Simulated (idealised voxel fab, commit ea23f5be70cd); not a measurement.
process module | voxel gate over fins
cross-section cut | 300 nm wide | cells 5 nm
A cross-section is a grid of square cells, given in bands from the top down. A band is one or more rows of cells.
Each band's line starts with the height of the band's top and of its bottom, in nm. Then come its materials from left to right, each with its width in nm. One material with "throughout" fills the band from edge to edge. "air" is empty space.
Height 0 is the level under which the wafer as received is all one material. The lowest band goes on downwards, as in "0 down".
A width such as "30 to 40" changes by the same amount from each row of cells to the next, from the band's top row to its bottom row.
"no change" after a step means that no cell of the cross-section changed.
closed voids: empty space of 8 cells or more with no open way to the top, each as width x height at its distance from the left edge, in nm
after a step's settings: what the simulator itself notes on the step
overlay nm, on a step with a mask: how far to the right of its planned place the mask lay; to the left if negative
plan
1 op RECEIVE | material Si
2 op CONFORMAL_DEP | material SiN | thk nm 5
3 op DIRECTIONAL_DEP | material aC | thk nm 10
4 op PATTERN | tone cover | mask id FINS | material resist | width nm 15 | pitch nm 40 | thk nm 30 | overlay nm 0
5 op DIRECTIONAL_ETCH | etch materials aC | depth nm 10
6 op STRIP | etch materials resist
7 op DIRECTIONAL_ETCH | etch materials SiN | depth nm 5
8 op DIRECTIONAL_ETCH | etch materials Si | depth nm 30
9 op STRIP | etch materials aC
10 op OXIDIZE | depth nm 5
11 op FILL_DEP | material SiO2 | thk nm 10
12 op CMP | height nm 5
13 op SELECTIVE_ETCH | etch materials SiO2 | depth nm 20
14 op STRIP | etch materials SiN
15 op CONFORMAL_DEP | material HfO2 | thk nm 5
16 op CONFORMAL_DEP | material TiN | thk nm 5
17 op CONFORMAL_DEP | material TiAl | thk nm 5
18 op CONFORMAL_DEP | material TiN | thk nm 5
19 op FILL_DEP | material W | thk nm 15
20 op CMP | height nm 30
21 op CONFORMAL_DEP | material SiCN | thk nm 5
as received, after step 1
  0 down: Si throughout
  closed voids: none
first wafer at the end, as planned
  35 to 30: SiCN throughout
  30 to 20: W throughout
  20 to 15: W 85 | TiN 125 | W 90
  15 to 10: W 85 | TiN 5 | TiAl 35 | TiN 5 | TiAl 35 | TiN 5 | TiAl 35 | TiN 5 | W 90
  10 to 5: W 85 | TiN 5 | TiAl 5 | TiN 25 | TiAl 5 | TiN 5 | TiAl 5 | TiN 25 | TiAl 5 | TiN 5 | TiAl 5 | TiN 25 | TiAl 5 | TiN 5 | W 90
  5 to 0: TiN 90 | TiAl 5 | TiN 5 | HfO2 15 | TiN 5 | TiAl 5 | TiN 5 | TiAl 5 | TiN 5 | HfO2 15 | TiN 5 | TiAl 5 | TiN 5 | TiAl 5 | TiN 5 | HfO2 15 | TiN 5 | TiAl 5 | TiN 95
  0 to -5: TiAl 95 | TiN 5 | HfO2 5 | Si 5 | HfO2 5 | TiN 5 | TiAl 15 | TiN 5 | HfO2 5 | Si 5 | HfO2 5 | TiN 5 | TiAl 15 | TiN 5 | HfO2 5 | Si 5 | HfO2 5 | TiN 5 | TiAl 100
  -5 to -10: TiN 100 | HfO2 5 | Si 5 | HfO2 5 | TiN 25 | HfO2 5 | Si 5 | HfO2 5 | TiN 25 | HfO2 5 | Si 5 | HfO2 5 | TiN 105
  -10 to -15: HfO2 105 | Si 5 | HfO2 35 | Si 5 | HfO2 35 | Si 5 | HfO2 110
  -15 to -35: SiO2 105 | Si 5 | SiO2 35 | Si 5 | SiO2 35 | Si 5 | SiO2 110
  -35 down: Si throughout
  closed voids: none
second wafer at the end: like start, like plan, one mistake
  35 to 30: SiCN throughout
  30 to 20: W throughout
  20 to 15: W 85 | TiN 125 | W 90
  15 to 10: W 85 | TiN 5 | TiAl 35 | TiN 5 | TiAl 35 | TiN 5 | TiAl 35 | TiN 5 | W 90
  10 to 5: W 85 | TiN 5 | TiAl 5 | HfO2 25 | TiAl 5 | TiN 5 | TiAl 5 | HfO2 25 | TiAl 5 | TiN 5 | TiAl 5 | HfO2 25 | TiAl 5 | TiN 5 | W 90
  5 to 0: TiN 90 | TiAl 5 | HfO2 5 | TiN 15 | HfO2 5 | TiAl 5 | TiN 5 | TiAl 5 | HfO2 5 | TiN 15 | HfO2 5 | TiAl 5 | TiN 5 | TiAl 5 | HfO2 5 | TiN 15 | HfO2 5 | TiAl 5 | TiN 95
  0 to -5: TiAl 95 | HfO2 5 | TiN 5 | Si 5 | TiN 5 | HfO2 5 | TiAl 15 | HfO2 5 | TiN 5 | Si 5 | TiN 5 | HfO2 5 | TiAl 15 | HfO2 5 | TiN 5 | Si 5 | TiN 5 | HfO2 5 | TiAl 100
  -5 to -10: HfO2 100 | TiN 5 | Si 5 | TiN 5 | HfO2 25 | TiN 5 | Si 5 | TiN 5 | HfO2 25 | TiN 5 | Si 5 | TiN 5 | HfO2 105
  -10 to -15: TiN 105 | Si 5 | TiN 35 | Si 5 | TiN 35 | Si 5 | TiN 110
  -15 to -35: SiO2 105 | Si 5 | SiO2 35 | Si 5 | SiO2 35 | Si 5 | SiO2 110
  -35 down: Si throughout
  closed voids: none
what went wrong: steps 15 and 16 were swapped
at the end the second wafer has, in cells: as many of each material as the first, in other places
